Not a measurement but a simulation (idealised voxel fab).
Presented below is a process module, voxel air gaps.
cross-section cut | 235 nm wide | cells 5 nm
Think of the cross-section as a grid of square cells. We describe it in bands, top to bottom, and each band covers one or more rows of those cells.
Band: top and bottom heights (nm) first, top before bottom; then materials from left to right, widths in nm. "throughout" marks a sole material filling the band edge to edge. "blank" denotes empty space.
Height is counted from the level 0, under which the received wafer is composed throughout of one material. The lowest of the bands is not closed at the bottom but continues downward, in the notation "0 down".
When a width is written as two numbers, as in "30..40", the first number is the width in the top row of cells of the band and the second is the width in its bottom row, and the width changes by the same amount from each row to the next.
"left unchanged", as given for a step, is the statement that not any cell of the cross-section underwent a change during that step.
Empty spaces counting at least 8 cells and having no open way to the top are listed in "Closed empty spaces". The notation width x height at distance is used for each, the distance being from the left edge and all three values in nm.
Post-settings text on a step line: simulator's own remark regarding the step.
A step's line can hold "overlay nm"; with a mask on that step, the setting says how far right of the planned place the mask lay, while a negative setting says it lay to the left.

# The steps planned for the process are as follows
step 1: RECEIVE [material Si]
step 2: CONFORMAL_DEP [material SiO2] [thk nm 10]
step 3: CONFORMAL_DEP [material SiN] [thk nm 5]
step 4: DIRECTIONAL_DEP [material SiO2] [thk nm 35]
step 5: MASKED_ETCH [tone open] [mask id LINES] [width nm 15] [pitch nm 40] [etch materials SiO2] [depth nm 35] [overlay nm 0]
step 6: CONFORMAL_DEP [material TiN] [thk nm 5]
step 7: FILL_DEP [material Ru] [thk nm 5]
step 8: CMP [height nm 50]
step 9: EPI [material Ru] [thk nm 10]
step 10: SELECTIVE_ETCH [etch materials SiO2] [depth nm 45]
step 11: CONFORMAL_DEP [material SiCN] [thk nm 5]
Wafers differ in width nm at step 5; plan lists the first wafer's value; identical starting state.

# Cross-section, first of several wafers, as delivered after step 1
* 0 down = Si throughout
* Closed empty spaces: none

# Quick key for the table: a row per wafer, taken at the end of the module. For each material it tells you how many cells the wafer gained (+) or lost (-) since it came in, and the closed voids come after
width nm 15 | +80 Ru | +139 SiCN | +47 SiN | +94 SiO2 | +60 TiN | Closed empty spaces: 15 x 25 at 70; 15 x 25 at 110; 15 x 25 at 150
width nm 20 | +112 Ru | +73 SiCN | +47 SiN | +178 SiO2 | +64 TiN | Closed empty spaces: none
width nm 25 | +138 Ru | +73 SiCN | +47 SiN | +157 SiO2 | +68 TiN | Closed empty spaces: none
